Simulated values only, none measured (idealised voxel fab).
process module | voxel trench capacitor
cross-section cut | 285 nm wide | cells 5 nm
A cross-section is a grid of square cells, given in bands from the top down. A band is one or more rows of cells.
Each band's line starts with the height of the band's top and of its bottom, in nm. Then come its materials from left to right, each with its width in nm. One material with "throughout" fills the band from edge to edge. "air" is empty space.
Height 0 is the level under which the wafer as received is all one material. The lowest band goes on downwards, as in "0 down".
A width such as "30 to 40" changes by the same amount from each row of cells to the next, from the band's top row to its bottom row.
"no change" after a step means that no cell of the cross-section changed.
closed voids: empty space of 8 cells or more with no open way to the top, each as width x height at its distance from the left edge, in nm
after a step's settings: what the simulator itself notes on the step
overlay nm, on a step with a mask: how far to the right of its planned place the mask lay; to the left if negative
plan
1 op RECEIVE | material Si
2 op CONFORMAL_DEP | material SiN | thk nm 5
3 op MASKED_ETCH | tone open | mask id TRENCH | width nm 30 | pitch nm 50 | etch materials SiN | depth nm 5 | overlay nm 0
4 op MASKED_ETCH | tone open | mask id TRENCH | width nm 30 | pitch nm 50 | etch materials Si | depth nm 25 | overlay nm 0
5 op CONFORMAL_DEP | material HfO2 | thk nm 5
6 op CONFORMAL_DEP | material TiN | thk nm 5
7 op FILL_DEP | material W | thk nm 5
8 op CMP | height nm 5
as received, after step 1
  0 down: Si throughout
  closed voids: none
a wafer at the end: this start, this plan, one mistake
  5 to 0: SiN 105 | HfO2 5 | TiN 5 | W 5 | TiN 5 | HfO2 5 | SiN 25 | HfO2 5 | TiN 5 | W 5 | TiN 5 | HfO2 5 | SiN 105
  0 to -15: Si 105 | HfO2 5 | TiN 5 | W 5 | TiN 5 | HfO2 5 | Si 25 | HfO2 5 | TiN 5 | W 5 | TiN 5 | HfO2 5 | Si 105
  -15 to -20: Si 105 | HfO2 5 | TiN 15 | HfO2 5 | Si 25 | HfO2 5 | TiN 15 | HfO2 5 | Si 105
  -20 to -25: Si 105 | HfO2 25 | Si 25 | HfO2 25 | Si 105
  -25 down: Si throughout
  closed voids: none
what went wrong: step 3 ran as: op MASKED_ETCH | tone open | mask id TRENCH | width nm 25 | pitch nm 50 | etch materials SiN | depth nm 5 | overlay nm 0
